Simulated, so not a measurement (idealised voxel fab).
Process module name: voxel wiring stack
For reference, the cross-section in this document is cut, with width 240 nm and square cells of 5 nm.
Format of a cross-section: grid, square cells. Given as bands. Order: top down. Band: one or more rows of cells.
The band entry comprises the height of the band's top followed by the height of its bottom, expressed in nm, and subsequently the band's materials from left to right, each stated together with its width in nm. Where a single material is marked with the word "edge to edge", that material fills the band from edge to edge. The word "empty" represents empty space.
We count height from 0. Below that, the starting wafer is all one material. The lowest band never ends at the bottom but goes on down; see "z 0 and below" for how that is written.
Think of "30..40" as a width that walks from the first number to the second as you go down the band, top row to bottom row, taking equal-sized steps from row to row.
"remained the same" -> step changed no cross-section cell.
"Closed-off voids": empty spaces of 8 cells or more with no open way to the top, each given as width x height at distance, distance from the left edge, all in nm.
Heads up: the bit after the settings on a step's line is the simulator's remark on that step.
"overlay nm" answers the question of how far to the right of plan the mask lay on a step that has a mask, and when it is negative the answer is to the left.

Set out below are the planned steps of the process
1. RECEIVE [material Si]
2. CONFORMAL_DEP [material SiO2] [thk nm 15]
3. DIRECTIONAL_DEP [material TiN] [thk nm 5]
4. DIRECTIONAL_DEP [material Ru] [thk nm 15]
5. PATTERN [tone cover] [mask id METAL_1] [material resist] [width nm 25] [pitch nm 55] [thk nm 15] [overlay nm 0]
6. DIRECTIONAL_ETCH [etch materials Ru] [depth nm 15]
7. DIRECTIONAL_ETCH [etch materials TiN] [depth nm 5]
8. STRIP [etch materials resist]
9. CONFORMAL_DEP [material SiCN] [thk nm 5]
10. FILL_DEP [material lowk] [thk nm 5]
11. CMP [height nm 35]
12. CONFORMAL_DEP [material SiCN] [thk nm 5]
13. DIRECTIONAL_DEP [material SiO2] [thk nm 30]
14. DIRECTIONAL_DEP [material aC] [thk nm 10]
15. PATTERN [tone open] [mask id METAL_2_HOLES] [material resist] [width nm 15] [pitch nm 55] [thk nm 25] [overlay nm 0]
16. DIRECTIONAL_ETCH [etch materials aC] [depth nm 10]
17. STRIP [etch materials resist]
18. DIRECTIONAL_ETCH [etch materials SiO2] [depth nm 30]
19. STRIP [etch materials aC]
20. DIRECTIONAL_DEP [material aC] [thk nm 15]
21. PATTERN [tone open] [mask id METAL_2] [material resist] [width nm 25] [pitch nm 55] [thk nm 35] [overlay nm 0]
22. DIRECTIONAL_ETCH [etch materials aC] [depth nm 15]
23. STRIP [etch materials resist]
24. DIRECTIONAL_ETCH [etch materials SiO2] [depth nm 15]
25. DIRECTIONAL_ETCH [etch materials SiCN] [depth nm 5]
26. STRIP [etch materials aC]
27. CONFORMAL_DEP [material TiN] [thk nm 5]
28. FILL_DEP [material Ru] [thk nm 5]
29. CMP [height nm 70]
30. CONFORMAL_DEP [material SiCN] [thk nm 5]

The cross-section here shows the wafer as received, i.e. in its state after step 1
- z 0 and below | Si edge to edge
- Closed-off voids: none

The first of the two wafers as seen in cross-section once the module was finished; processing followed the plan
- z 75 to 70 | SiCN edge to edge
- z 70 to 60 | 50 nm SiO2; 5 nm TiN; 15 nm Ru; 5 nm TiN; 30 nm SiO2; 5 nm TiN; 15 nm Ru; 5 nm TiN; 30 nm SiO2; 5 nm TiN; 15 nm Ru; 5 nm TiN; 55 nm SiO2
- z 60 to 55 | 50 nm SiO2; 5 nm TiN; 5 nm Ru; 15 nm TiN; 30 nm SiO2; 5 nm TiN; 5 nm Ru; 15 nm TiN; 30 nm SiO2; 5 nm TiN; 5 nm Ru; 15 nm TiN; 55 nm SiO2
- z 55 to 40 | 50 nm SiO2; 5 nm TiN; 5 nm Ru; 5 nm TiN; 40 nm SiO2; 5 nm TiN; 5 nm Ru; 5 nm TiN; 40 nm SiO2; 5 nm TiN; 5 nm Ru; 5 nm TiN; 65 nm SiO2
- z 40 to 35 | 50 nm SiCN; 15 nm TiN; 40 nm SiCN; 15 nm TiN; 40 nm SiCN; 15 nm TiN; 65 nm SiCN
- z 35 to 20 | 45 nm lowk; 5 nm SiCN; 25 nm Ru; 5 nm SiCN; 20 nm lowk; 5 nm SiCN; 25 nm Ru; 5 nm SiCN; 20 nm lowk; 5 nm SiCN; 25 nm Ru; 5 nm SiCN; 50 nm lowk
- z 20 to 15 | 50 nm SiCN; 25 nm TiN; 30 nm SiCN; 25 nm TiN; 30 nm SiCN; 25 nm TiN; 55 nm SiCN
- z 15 to 0 | SiO2 edge to edge
- z 0 and below | Si edge to edge
- Closed-off voids: none

Same start, same plan as the first wafer - but one mistake in the run. Cross-section of the second of the two at the end of the module
- z 75 to 70 | SiCN edge to edge
- z 70 to 60 | 50 nm SiO2; 5 nm TiN; 15 nm Ru; 5 nm TiN; 30 nm SiO2; 5 nm TiN; 15 nm Ru; 5 nm TiN; 30 nm SiO2; 5 nm TiN; 15 nm Ru; 5 nm TiN; 55 nm SiO2
- z 60 to 55 | 50 nm SiO2; 5 nm TiN; 5 nm Ru; 15 nm TiN; 30 nm SiO2; 5 nm TiN; 5 nm Ru; 15 nm TiN; 30 nm SiO2; 5 nm TiN; 5 nm Ru; 15 nm TiN; 55 nm SiO2
- z 55 to 40 | 50 nm SiO2; 5 nm TiN; 5 nm Ru; 5 nm TiN; 40 nm SiO2; 5 nm TiN; 5 nm Ru; 5 nm TiN; 40 nm SiO2; 5 nm TiN; 5 nm Ru; 5 nm TiN; 65 nm SiO2
- z 40 to 35 | 50 nm SiCN; 15 nm TiN; 40 nm SiCN; 15 nm TiN; 40 nm SiCN; 15 nm TiN; 65 nm SiCN
- z 35 to 30 | 45 nm lowk; 35 nm SiCN; 20 nm lowk; 35 nm SiCN; 20 nm lowk; 35 nm SiCN; 50 nm lowk
- z 30 to 20 | 45 nm lowk; 5 nm SiCN; 25 nm Ru; 5 nm SiCN; 20 nm lowk; 5 nm SiCN; 25 nm Ru; 5 nm SiCN; 20 nm lowk; 5 nm SiCN; 25 nm Ru; 5 nm SiCN; 50 nm lowk
- z 20 to 15 | 50 nm SiCN; 25 nm Ru; 30 nm SiCN; 25 nm Ru; 30 nm SiCN; 25 nm Ru; 55 nm SiCN
- z 15 to 0 | SiO2 edge to edge
- z 0 and below | Si edge to edge
- Closed-off voids: none
Run error: step 3 of the plan was bypassed and not carried out
Counted in cells at the end, the second wafer holds more or fewer of these materials than the first: 15 more of SiCN, 15 fewer of TiN
